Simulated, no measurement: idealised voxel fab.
Process module under the name voxel double patterning
145 nm wide, 5 nm square cells: that's cross-section cut.
In this document a cross-section is written as a grid of square cells. It is given as a series of bands, listed from the top down, and a band is one or more rows of cells. Heads up on the band format: heights come first, top then bottom, in nm. After that it's the materials left to right, each with its width in nm. A single material flagged "everywhere" fills the whole band edge to edge, and "empty" means there's empty space there. For the purposes of this specification, 0 denotes the height below which the wafer in its as-received condition is composed wholly of one material, and the lowermost band, lacking a lower limit, extends downward without end, as expressed in "z 0 and below". Read "30->40" as a graded width: first number on top, second number at the bottom, same change between each pair of neighbouring rows. Where the words "remained the same" appear for a step, the cross-section shows no cell changed by that step; every cell remained as before. "Cavities, closed" lists enclosed empty spaces (at least 8 cells, no open path upward to the top), each as width x height at distance from the left edge, in nm. Where a step's line continues beyond its settings, the continuation is a remark by the simulator itself on that step. Each step line may optionally specify "overlay nm", which for a step with a mask gives the rightward distance between the mask's planned place and where it lay, a negative value indicating the leftward direction.
## Steps in the process plan
- 1: RECEIVE: material Si
- 2: CONFORMAL_DEP: material SiO2, thk nm 10
- 3: DIRECTIONAL_DEP: material W, thk nm 15
- 4: DIRECTIONAL_DEP: material SiN, thk nm 5
- 5: DIRECTIONAL_DEP: material aC, thk nm 15
- 6: PATTERN: tone open, mask id FIRST, material resist, width nm 15, pitch nm 50, thk nm 30, overlay nm 0
- 7: DIRECTIONAL_ETCH: etch materials aC, depth nm 15
- 8: STRIP: etch materials resist
- 9: DIRECTIONAL_ETCH: etch materials SiN, depth nm 5
- 10: STRIP: etch materials aC
- 11: DIRECTIONAL_DEP: material aC, thk nm 15
- 12: PATTERN: tone open, mask id SECOND, material resist, width nm 15, thk nm 30, overlay nm 0
- 13: DIRECTIONAL_ETCH: etch materials aC, depth nm 15
- 14: STRIP: etch materials resist
- 15: DIRECTIONAL_ETCH: etch materials SiN, depth nm 5
- 16: STRIP: etch materials aC
- 17: DIRECTIONAL_ETCH: etch materials W, depth nm 15
- 18: STRIP: etch materials SiN
## Cross-section: wafer on arrival = after step 1
- z 0 and below | Si everywhere
- Cavities, closed: none
## First wafer of two, sectioned at end of module; run went per plan
- z 25 to 10 | W (40); empty (15); W (10); empty (15); W (10); empty (15); W (40)
- z 10 to 0 | SiO2 everywhere
- z 0 and below | Si everywhere
- Cavities, closed: none
## Same start, same plan as the first wafer - but one mistake in the run. Cross-section of the second of the two at the end of the module
- z 15 to 0 | W (40); empty (15); W (10); empty (15); W (10); empty (15); W (40)
- z 0 and below | Si everywhere
- Cavities, closed: none
It is concluded that the wafer was processed incorrectly with respect to the plan, in that it should be noted that step 2 of the plan was omitted and was not performed
FYI, end of process, the second wafer has more or fewer cells of some materials than the first: SiO2: 58 fewer
